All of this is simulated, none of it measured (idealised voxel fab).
Process module heading - voxel capacitor over wiring
Cross-section cut: width 195 nm, square cells of 5 nm.
A cross-section in this document is a grid of square cells, and it is written down as bands, the top band listed before the ones below it; a band is made up of one or more rows of cells. This entry defines a band. It first specifies the height of the band's top and the height of its bottom in nm, and then specifies the band's materials from left to right, stating each material with its width in nm. The word "throughout" identifies a single material that fills the band from edge to edge, while the word "empty" identifies empty space. Convention: height 0 is the level below which the wafer, as received, is all one material. The lowest band does not terminate at the bottom but continues downward, represented as "from 0 down". Width spec "30 to 40" -> top row of cells at first value, bottom row at second value, equal per-row change in between. When a step is marked "changes: none", none of the cells in the cross-section changed during that step. "Cavities, closed" - sealed voids, min. 8 cells, no opening to top; format: width x height at distance (distance from left edge; nm throughout). Heads up: the bit after the settings on a step's line is the simulator's remark on that step. The optional step-line setting "overlay nm" applies to steps with a mask and quantifies how far to the right of its planned location the mask lay, a negative value indicating leftward placement.
Steps in the process plan:
step 1: RECEIVE (material Si)
step 2: CONFORMAL_DEP (material SiO2; thk nm 15)
step 3: DIRECTIONAL_DEP (material TiN; thk nm 5)
step 4: DIRECTIONAL_DEP (material W; thk nm 25)
step 5: MASKED_ETCH (tone cover; mask id METAL_1; width nm 25; pitch nm 80; etch materials W; depth nm 25; overlay nm 0)
step 6: MASKED_ETCH (tone cover; mask id METAL_1; width nm 25; pitch nm 80; etch materials TiN; depth nm 5; overlay nm 0)
step 7: FILL_DEP (material SiO2; thk nm 10)
step 8: CMP (height nm 45)
step 9: CONFORMAL_DEP (material SiCN; thk nm 5)
step 10: DIRECTIONAL_DEP (material SiO2; thk nm 20)
step 11: PATTERN (tone open; mask id PLUG_1; material resist; width nm 15; thk nm 20; overlay nm 0)
step 12: DIRECTIONAL_ETCH (etch materials SiO2; depth nm 20)
step 13: DIRECTIONAL_ETCH (etch materials SiCN; depth nm 5)
step 14: STRIP (etch materials resist)
step 15: EPI (material Ru; thk nm 10)
step 16: EPI (material Ru; thk nm 10)
step 17: EPI (material Ru; thk nm 5)
step 18: DIRECTIONAL_DEP (material TiN; thk nm 10)
step 19: DIRECTIONAL_DEP (material Al2O3; thk nm 5)
step 20: DIRECTIONAL_DEP (material TiN; thk nm 5)
step 21: PATTERN (tone cover; mask id UPPER_PLATE; material resist; width nm 60; thk nm 15; overlay nm 0)
step 22: DIRECTIONAL_ETCH (etch materials TiN; depth nm 5)
step 23: DIRECTIONAL_ETCH (etch materials Al2O3; depth nm 5)
step 24: STRIP (etch materials resist)
step 25: MASKED_ETCH (tone cover; mask id LOWER_PLATE; width nm 70; etch materials TiN; depth nm 10; overlay nm 0)
step 26: FILL_DEP (material SiO2; thk nm 15)
step 27: CMP (height nm 100)
step 28: PATTERN (tone open; mask id PLUG_2; material resist; width nm 15; thk nm 15; overlay nm 0)
step 29: DIRECTIONAL_ETCH (etch materials SiO2; depth nm 10)
step 30: STRIP (etch materials resist)
step 31: CONFORMAL_DEP (material TiN; thk nm 5)
step 32: FILL_DEP (material Ru; thk nm 10)
step 33: CMP (height nm 100)
step 34: CONFORMAL_DEP (material SiCN; thk nm 5)
The following pertains to the first of two wafers, which was processed as planned:
As-received state of the wafer in cross-section, equivalent to post-step 1:
    from 0 down: Si throughout
    Cavities, closed: none
Wafer after step 2 (cross-section):
    from 15 to 0: SiO2 throughout
    Nothing below the height 0 has changed.
Wafer after step 3 (cross-section):
    from 20 to 15: TiN throughout
    Nothing below the height 15 has changed.
Wafer after step 4 (cross-section):
    from 45 to 20: W throughout
    Nothing below the height 20 has changed.
Wafer after step 5 (cross-section):
    from 45 to 20: empty 45, then W 25, then empty 55, then W 25, then empty 45
    Nothing below the height 20 has changed.
Wafer after step 6 (cross-section):
    from 45 to 20: empty 45, then W 25, then empty 55, then W 25, then empty 45
    from 20 to 15: empty 45, then TiN 25, then empty 55, then TiN 25, then empty 45
    Nothing below the height 15 has changed.
Wafer after step 7 (cross-section):
    from 55 to 45: SiO2 throughout
    from 45 to 20: SiO2 45, then W 25, then SiO2 55, then W 25, then SiO2 45
    from 20 to 15: SiO2 45, then TiN 25, then SiO2 55, then TiN 25, then SiO2 45
    Nothing below the height 15 has changed.
Wafer after step 8 (cross-section):
    from 45 to 20: SiO2 45, then W 25, then SiO2 55, then W 25, then SiO2 45
    Nothing below the height 20 has changed.
Wafer after step 9 (cross-section):
    from 50 to 45: SiCN throughout
    Nothing below the height 45 has changed.
Wafer after step 10 (cross-section):
    from 70 to 50: SiO2 throughout
    Nothing below the height 50 has changed.
Wafer after step 11 (cross-section):
    from 90 to 70: resist 55, then empty 15, then resist 125
    Nothing below the height 70 has changed.
Wafer after step 12 (cross-section):
    from 90 to 70: resist 55, then empty 15, then resist 125
    from 70 to 50: SiO2 55, then empty 15, then SiO2 125
    Nothing below the height 50 has changed.
Wafer after step 13 (cross-section):
    from 90 to 70: resist 55, then empty 15, then resist 125
    from 70 to 50: SiO2 55, then empty 15, then SiO2 125
    from 50 to 45: SiCN 55, then empty 15, then SiCN 125
    Nothing below the height 45 has changed.
Wafer after step 14 (cross-section):
    from 70 to 50: SiO2 55, then empty 15, then SiO2 125
    Nothing below the height 50 has changed.
Wafer after step 15 (cross-section):
    from 70 to 55: SiO2 55, then empty 15, then SiO2 125
    from 55 to 50: SiO2 55, then Ru 15, then SiO2 125
    from 50 to 45: SiCN 55, then Ru 15, then SiCN 125
    Nothing below the height 45 has changed.
Wafer after step 16 (cross-section):
    from 70 to 65: SiO2 55, then empty 15, then SiO2 125
    from 65 to 50: SiO2 55, then Ru 15, then SiO2 125
    Nothing below the height 50 has changed.
Wafer after step 17 (cross-section):
    from 70 to 50: SiO2 55, then Ru 15, then SiO2 125
    Nothing below the height 50 has changed.
Wafer after step 18 (cross-section):
    from 80 to 70: TiN throughout
    Nothing below the height 70 has changed.
Wafer after step 19 (cross-section):
    from 85 to 80: Al2O3 throughout
    Nothing below the height 80 has changed.
Wafer after step 20 (cross-section):
    from 90 to 85: TiN throughout
    Nothing below the height 85 has changed.
Wafer after step 21 (cross-section):
    from 105 to 90: empty 55, then resist 60, then empty 80
    Nothing below the height 90 has changed.
Wafer after step 22 (cross-section):
    from 105 to 90: empty 55, then resist 60, then empty 80
    from 90 to 85: empty 55, then TiN 60, then empty 80
    Nothing below the height 85 has changed.
Wafer after step 23 (cross-section):
    from 105 to 90: empty 55, then resist 60, then empty 80
    from 90 to 85: empty 55, then TiN 60, then empty 80
    from 85 to 80: empty 55, then Al2O3 60, then empty 80
    Nothing below the height 80 has changed.
Wafer after step 24 (cross-section):
    from 90 to 85: empty 55, then TiN 60, then empty 80
    Nothing below the height 85 has changed.
Wafer after step 25 (cross-section):
    from 90 to 85: empty 55, then TiN 60, then empty 80
    from 85 to 80: empty 55, then Al2O3 60, then empty 80
    from 80 to 70: empty 50, then TiN 70, then empty 75
    Nothing below the height 70 has changed.
Wafer after step 26 (cross-section):
    from 105 to 90: SiO2 throughout
    from 90 to 85: SiO2 55, then TiN 60, then SiO2 80
    from 85 to 80: SiO2 55, then Al2O3 60, then SiO2 80
    from 80 to 70: SiO2 50, then TiN 70, then SiO2 75
    Nothing below the height 70 has changed.
Wafer after step 27 (cross-section):
    from 100 to 90: SiO2 throughout
    Nothing below the height 90 has changed.
Wafer after step 28 (cross-section):
    from 115 to 100: resist 65, then empty 15, then resist 115
    Nothing below the height 100 has changed.
Wafer after step 29 (cross-section):
    from 115 to 100: resist 65, then empty 15, then resist 115
    from 100 to 90: SiO2 65, then empty 15, then SiO2 115
    Nothing below the height 90 has changed.
Wafer after step 30 (cross-section):
    from 100 to 90: SiO2 65, then empty 15, then SiO2 115
    Nothing below the height 90 has changed.
Wafer after step 31 (cross-section):
    from 105 to 100: TiN 70, then empty 5, then TiN 120
    from 100 to 95: SiO2 65, then TiN 5, then empty 5, then TiN 5, then SiO2 115
    from 95 to 85: SiO2 65 to 55, then TiN 15 to 60, then SiO2 115 to 80
    Nothing below the height 85 has changed.
Wafer after step 32 (cross-section):
    from 115 to 105: Ru throughout
    from 105 to 100: TiN 70, then Ru 5, then TiN 120
    from 100 to 95: SiO2 65, then TiN 5, then Ru 5, then TiN 5, then SiO2 115
    Nothing below the height 95 has changed.
Wafer after step 33 (cross-section):
    from 100 to 95: SiO2 65, then TiN 5, then Ru 5, then TiN 5, then SiO2 115
    Nothing below the height 95 has changed.
Wafer after step 34 (cross-section):
    from 105 to 100: SiCN throughout
    Nothing below the height 100 has changed.
Wafer two: like wafer one in start and plan, but with one mistake in execution; identical up to and including step 9:
Cross-sectional representation of the second wafer at the time designated in the plan for the completion of step 10:
    from 60 to 50: SiO2 throughout
    Nothing below the height 50 has changed.
Cross-sectional representation of the second wafer at the time designated in the plan for the completion of step 11:
    from 80 to 60: resist 55, then empty 15, then resist 125
    Nothing below the height 60 has changed.
Cross-sectional representation of the second wafer at the time designated in the plan for the completion of step 12:
    from 80 to 60: resist 55, then empty 15, then resist 125
    from 60 to 50: SiO2 55, then empty 15, then SiO2 125
    Nothing below the height 50 has changed.
Cross-sectional representation of the second wafer at the time designated in the plan for the completion of step 13:
    from 80 to 60: resist 55, then empty 15, then resist 125
    from 60 to 50: SiO2 55, then empty 15, then SiO2 125
    from 50 to 45: SiCN 55, then empty 15, then SiCN 125
    Nothing below the height 45 has changed.
Cross-sectional representation of the second wafer at the time designated in the plan for the completion of step 14:
    from 60 to 50: SiO2 55, then empty 15, then SiO2 125
    Nothing below the height 50 has changed.
Cross-sectional representation of the second wafer at the time designated in the plan for the completion of step 15:
    from 60 to 55: SiO2 55, then empty 15, then SiO2 125
    from 55 to 50: SiO2 55, then Ru 15, then SiO2 125
    from 50 to 45: SiCN 55, then Ru 15, then SiCN 125
    Nothing below the height 45 has changed.
Cross-sectional representation of the second wafer at the time designated in the plan for the completion of step 16:
    from 65 to 60: empty 50, then Ru 25, then empty 120
    from 60 to 50: SiO2 55, then Ru 15, then SiO2 125
    Nothing below the height 50 has changed.
Cross-sectional representation of the second wafer at the time designated in the plan for the completion of step 17:
    from 70 to 60: empty 45, then Ru 35, then empty 115
    Nothing below the height 60 has changed.
Cross-sectional representation of the second wafer at the time designated in the plan for the completion of step 18:
    from 80 to 70: empty 45, then TiN 35, then empty 115
    from 70 to 60: TiN 45, then Ru 35, then TiN 115
    Nothing below the height 60 has changed.
Cross-sectional representation of the second wafer at the time designated in the plan for the completion of step 19:
    from 85 to 80: empty 45, then Al2O3 35, then empty 115
    from 80 to 75: empty 45, then TiN 35, then empty 115
    from 75 to 70: Al2O3 45, then TiN 35, then Al2O3 115
    Nothing below the height 70 has changed.
Cross-sectional representation of the second wafer at the time designated in the plan for the completion of step 20:
    from 90 to 85: empty 45, then TiN 35, then empty 115
    from 85 to 80: empty 45, then Al2O3 35, then empty 115
    from 80 to 75: TiN throughout
    Nothing below the height 75 has changed.
Cross-sectional representation of the second wafer at the time designated in the plan for the completion of step 21:
    from 105 to 90: empty 55, then resist 60, then empty 80
    from 90 to 85: empty 45, then TiN 35, then resist 35, then empty 80
    from 85 to 80: empty 45, then Al2O3 35, then resist 35, then empty 80
    Nothing below the height 80 has changed.
Cross-sectional representation of the second wafer at the time designated in the plan for the completion of step 22:
    from 105 to 90: empty 55, then resist 60, then empty 80
    from 90 to 85: empty 55, then TiN 25, then resist 35, then empty 80
    from 85 to 80: empty 45, then Al2O3 35, then resist 35, then empty 80
    from 80 to 75: empty 45, then TiN 70, then empty 80
    Nothing below the height 75 has changed.
Cross-sectional representation of the second wafer at the time designated in the plan for the completion of step 23:
    from 105 to 90: empty 55, then resist 60, then empty 80
    from 90 to 85: empty 55, then TiN 25, then resist 35, then empty 80
    from 85 to 80: empty 55, then Al2O3 25, then resist 35, then empty 80
    from 80 to 75: empty 45, then TiN 70, then empty 80
    from 75 to 70: empty 45, then TiN 35, then Al2O3 35, then empty 80
    Nothing below the height 70 has changed.
Cross-sectional representation of the second wafer at the time designated in the plan for the completion of step 24:
    from 90 to 85: empty 55, then TiN 25, then empty 115
    from 85 to 80: empty 55, then Al2O3 25, then empty 115
    Nothing below the height 80 has changed.
Cross-sectional representation of the second wafer at the time designated in the plan for the completion of step 25:
    from 90 to 85: empty 55, then TiN 25, then empty 115
    from 85 to 80: empty 55, then Al2O3 25, then empty 115
    from 80 to 75: empty 50, then TiN 65, then empty 80
    from 75 to 70: empty 50, then TiN 30, then Al2O3 35, then empty 80
    from 70 to 60: empty 45, then Ru 35, then TiN 40, then empty 75
    Nothing below the height 60 has changed.
Cross-sectional representation of the second wafer at the time designated in the plan for the completion of step 26:
    from 105 to 90: SiO2 throughout
    from 90 to 85: SiO2 55, then TiN 25, then SiO2 115
    from 85 to 80: SiO2 55, then Al2O3 25, then SiO2 115
    from 80 to 75: SiO2 50, then TiN 65, then SiO2 80
    from 75 to 70: SiO2 50, then TiN 30, then Al2O3 35, then SiO2 80
    from 70 to 60: SiO2 45, then Ru 35, then TiN 40, then SiO2 75
    Nothing below the height 60 has changed.
Cross-sectional representation of the second wafer at the time designated in the plan for the completion of step 27:
    from 100 to 90: SiO2 throughout
    Nothing below the height 90 has changed.
Cross-sectional representation of the second wafer at the time designated in the plan for the completion of step 28:
    from 115 to 100: resist 65, then empty 15, then resist 115
    Nothing below the height 100 has changed.
Cross-sectional representation of the second wafer at the time designated in the plan for the completion of step 29:
    from 115 to 100: resist 65, then empty 15, then resist 115
    from 100 to 90: SiO2 65, then empty 15, then SiO2 115
    Nothing below the height 90 has changed.
Cross-sectional representation of the second wafer at the time designated in the plan for the completion of step 30:
    from 100 to 90: SiO2 65, then empty 15, then SiO2 115
    Nothing below the height 90 has changed.
Cross-sectional representation of the second wafer at the time designated in the plan for the completion of step 31:
    from 105 to 100: TiN 70, then empty 5, then TiN 120
    from 100 to 95: SiO2 65, then TiN 5, then empty 5, then TiN 5, then SiO2 115
    from 95 to 85: SiO2 65 to 55, then TiN 15 to 25, then SiO2 115
    Nothing below the height 85 has changed.
Cross-sectional representation of the second wafer at the time designated in the plan for the completion of step 32:
    from 115 to 105: Ru throughout
    from 105 to 100: TiN 70, then Ru 5, then TiN 120
    from 100 to 95: SiO2 65, then TiN 5, then Ru 5, then TiN 5, then SiO2 115
    Nothing below the height 95 has changed.
Cross-sectional representation of the second wafer at the time designated in the plan for the completion of step 33:
    from 100 to 95: SiO2 65, then TiN 5, then Ru 5, then TiN 5, then SiO2 115
    Nothing below the height 95 has changed.
Cross-sectional representation of the second wafer at the time designated in the plan for the completion of step 34:
    from 105 to 100: SiCN throughout
    Nothing below the height 100 has changed.
Which mistake was made when the wafer was run? step 10 deviated from plan and actually ran as DIRECTIONAL_DEP (material SiO2; thk nm 10)
Upon completion, the second wafer contains, in terms of cells, a greater or smaller amount of certain materials than the first wafer: 8 more of Ru, 8 fewer of SiO2
